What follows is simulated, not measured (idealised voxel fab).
process module | voxel self aligned vias
cross-section cut | 205 nm wide | cells 5 nm
A cross-section is a grid of square cells, given in bands from the top down. A band is one or more rows of cells.
Each band's line starts with the height of the band's top and of its bottom, in nm. Then come its materials from left to right, each with its width in nm. One material with "throughout" fills the band from edge to edge. "air" is empty space.
Height 0 is the level under which the wafer as received is all one material. The lowest band goes on downwards, as in "0 down".
A width such as "30 to 40" changes by the same amount from each row of cells to the next, from the band's top row to its bottom row.
"no change" after a step means that no cell of the cross-section changed.
closed voids: empty space of 8 cells or more with no open way to the top, each as width x height at its distance from the left edge, in nm
after a step's settings: what the simulator itself notes on the step
overlay nm, on a step with a mask: how far to the right of its planned place the mask lay; to the left if negative
plan
1 op RECEIVE | material Si
2 op CONFORMAL_DEP | material SiO2 | thk nm 10
3 op CONFORMAL_DEP | material SiCN | thk nm 5
4 op DIRECTIONAL_DEP | material lowk | thk nm 30
5 op DIRECTIONAL_DEP | material aC | thk nm 10
6 op PATTERN | tone open | mask id LINES | material resist | width nm 25 | pitch nm 60 | thk nm 25 | overlay nm 0
7 op DIRECTIONAL_ETCH | etch materials aC | depth nm 10
8 op STRIP | etch materials resist
9 op DIRECTIONAL_ETCH | etch materials lowk | depth nm 30
10 op STRIP | etch materials aC
11 op CONFORMAL_DEP | material TiN | thk nm 5
12 op FILL_DEP | material W | thk nm 5
13 op CMP | height nm 45
14 op SELECTIVE_ETCH | etch materials W Ru TiN | depth nm 10
15 op FILL_DEP | material SiN | thk nm 10
16 op CMP | height nm 45
17 op DIRECTIONAL_DEP | material lowk | thk nm 15
18 op PATTERN | tone open | mask id VIAS | material resist | width nm 45 | pitch nm 60 | thk nm 15 | overlay nm 0
19 op DIRECTIONAL_ETCH | etch materials lowk | depth nm 15
20 op DIRECTIONAL_ETCH | etch materials SiN | depth nm 10
21 op STRIP | etch materials resist
22 op CONFORMAL_DEP | material TiN | thk nm 5
23 op FILL_DEP | material Ru | thk nm 10
24 op CMP | height nm 60
25 op CONFORMAL_DEP | material SiN | thk nm 5
as received, after step 1
  0 down: Si throughout
  closed voids: none
a wafer at the end: this start, this plan, one mistake
  65 to 60: SiN throughout
  60 to 45: lowk 50 | TiN 5 | Ru 35 | TiN 5 | lowk 15 | TiN 5 | Ru 35 | TiN 5 | lowk 50
  45 to 40: lowk 50 | TiN 15 | Ru 15 | TiN 15 | lowk 15 | TiN 15 | Ru 15 | TiN 15 | lowk 50
  40 to 35: lowk 60 | TiN 25 | lowk 35 | TiN 25 | lowk 60
  35 to 20: lowk 60 | TiN 5 | W 15 | TiN 5 | lowk 35 | TiN 5 | W 15 | TiN 5 | lowk 60
  20 to 15: lowk 60 | TiN 25 | lowk 35 | TiN 25 | lowk 60
  15 to 10: SiCN throughout
  10 to 0: SiO2 throughout
  0 down: Si throughout
  closed voids: none
what went wrong: step 19 ran as: op DIRECTIONAL_ETCH | etch materials lowk | depth nm 20
